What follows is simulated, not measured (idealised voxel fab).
process module | voxel lift off
cross-section cut | 205 nm wide | cells 5 nm
A cross-section is a grid of square cells, given in bands from the top down. A band is one or more rows of cells.
Each band's line starts with the height of the band's top and of its bottom, in nm. Then come its materials from left to right, each with its width in nm. One material with "throughout" fills the band from edge to edge. "air" is empty space.
Height 0 is the level under which the wafer as received is all one material. The lowest band goes on downwards, as in "0 down".
A width such as "30 to 40" changes by the same amount from each row of cells to the next, from the band's top row to its bottom row.
"no change" after a step means that no cell of the cross-section changed.
closed voids: empty space of 8 cells or more with no open way to the top, each as width x height at its distance from the left edge, in nm
after a step's settings: what the simulator itself notes on the step
overlay nm, on a step with a mask: how far to the right of its planned place the mask lay; to the left if negative
plan
1 op RECEIVE | material Si
2 op CONFORMAL_DEP | material Al2O3 | thk nm 15
3 op PATTERN | tone open | mask id LINES | material resist | width nm 30 | pitch nm 55 | thk nm 25 | overlay nm 0
4 op DIRECTIONAL_DEP | material Ru | thk nm 10
5 op STRIP | etch materials resist
6 op CONFORMAL_DEP | material SiN | thk nm 5
as received, after step 1
  0 down: Si throughout
  closed voids: none
first wafer at the end, as planned
  30 to 25: air 55 | SiN 40 | air 15 | SiN 40 | air 55
  25 to 20: air 55 | SiN 5 | Ru 30 | SiN 5 | air 15 | SiN 5 | Ru 30 | SiN 5 | air 55
  20 to 15: SiN 60 | Ru 30 | SiN 25 | Ru 30 | SiN 60
  15 to 0: Al2O3 throughout
  0 down: Si throughout
  closed voids: none
second wafer at the end: like start, like plan, one mistake
  30 to 25: air 50 | SiN 50 | air 5 | SiN 50 | air 50
  25 to 20: air 50 | SiN 5 | Ru 40 | SiN 5 | air 5 | SiN 5 | Ru 40 | SiN 5 | air 50
  20 to 15: SiN 55 | Ru 40 | SiN 15 | Ru 40 | SiN 55
  15 to 0: Al2O3 throughout
  0 down: Si throughout
  closed voids: none
what went wrong: step 3 ran as: op PATTERN | tone open | mask id LINES | material resist | width nm 40 | pitch nm 55 | thk nm 25 | overlay nm 0
at the end the second wafer has, in cells: 8 more of Ru
